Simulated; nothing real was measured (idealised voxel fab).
Process module in this document: voxel self aligned contacts
For reference, the cross-section in this document is cut, with width 260 nm and square cells of 5 nm.
Heads up, the way a cross-section reads in here is a grid of square cells, handed over as bands from the top down, with every band being one or more rows of cells.
Band: top height; bottom height; in nm. Then, left to right: material with width in nm, for each material. "everywhere": a single material spanning edge to edge. "empty": empty space.
All heights in this document are referenced to 0, defined as the level beneath which the wafer, as received, consists entirely of one material. The lowest band is not bounded below; it extends indefinitely downward and is written in the form "0 -> down".
Per-row width for "30..40": begins at first number (top row of band), ends at second number (bottom row), increment between rows held constant.
Key: "remained unchanged" - step with no changed cell in the cross-section.
Reported under the label "Enclosed void entries" are the empty spaces having no open way to the top and comprising 8 cells or more; the notation for each is width x height at distance, in which the distance is measured from the left edge and all three values are in nm.
What comes after the settings on a step's line is commentary from the simulator itself on that step.
A step's line can hold "overlay nm"; with a mask on that step, the setting says how far right of the planned place the mask lay, while a negative setting says it lay to the left.

-- Process steps - plan
- 1: RECEIVE | material Si
- 2: CONFORMAL_DEP | material SiO2 | thk nm 5
- 3: DIRECTIONAL_DEP | material polySi | thk nm 25
- 4: DIRECTIONAL_DEP | material SiN | thk nm 20
- 5: DIRECTIONAL_DEP | material aC | thk nm 10
- 6: PATTERN | tone cover | mask id GATE | material resist | width nm 25 | pitch nm 70 | thk nm 25 | overlay nm 0
- 7: DIRECTIONAL_ETCH | etch materials aC | depth nm 10
- 8: STRIP | etch materials resist
- 9: DIRECTIONAL_ETCH | etch materials SiN | depth nm 20
- 10: DIRECTIONAL_ETCH | etch materials polySi | depth nm 25
- 11: STRIP | etch materials aC
- 12: CONFORMAL_DEP | material SiN | thk nm 10
- 13: DIRECTIONAL_ETCH | etch materials SiN | depth nm 10
- 14: FILL_DEP | material SiO2 | thk nm 15
- 15: CMP | height nm 55
- 16: MASKED_ETCH | tone open | mask id CONTACT | width nm 55 | etch materials SiO2 | depth nm 55 | overlay nm 0
- 17: CONFORMAL_DEP | material TiN | thk nm 5
- 18: FILL_DEP | material W | thk nm 5
- 19: CMP | height nm 55
- 20: CONFORMAL_DEP | material SiCN | thk nm 5

-- This is the cross-section of the wafer as we received it, i.e. after step 1
	0 -> down = Si everywhere
	Enclosed void entries: none

-- a wafer at the end: this start, this plan, one mistake
	60 -> 55 = SiCN everywhere
	55 -> 50 = 110 nm SiO2, then 10 nm TiN, then 15 nm W, then 30 nm TiN, then 95 nm SiO2
	50 -> 30 = 70 nm SiO2, then 45 nm SiN, then 5 nm TiN, then 15 nm W, then 5 nm TiN, then 45 nm SiN, then 75 nm SiO2
	30 -> 5 = 70 nm SiO2, then 10 nm SiN, then 25 nm polySi, then 10 nm SiN, then 5 nm TiN, then 15 nm W, then 5 nm TiN, then 10 nm SiN, then 25 nm polySi, then 10 nm SiN, then 75 nm SiO2
	5 -> 0 = 115 nm SiO2, then 25 nm TiN, then 120 nm SiO2
	0 -> down = Si everywhere
	Enclosed void entries: none
Finding, execution versus plan: step 16 off recipe, ran as MASKED_ETCH | tone open | mask id CONTACT | width nm 55 | etch materials SiO2 | depth nm 55 | overlay nm 10
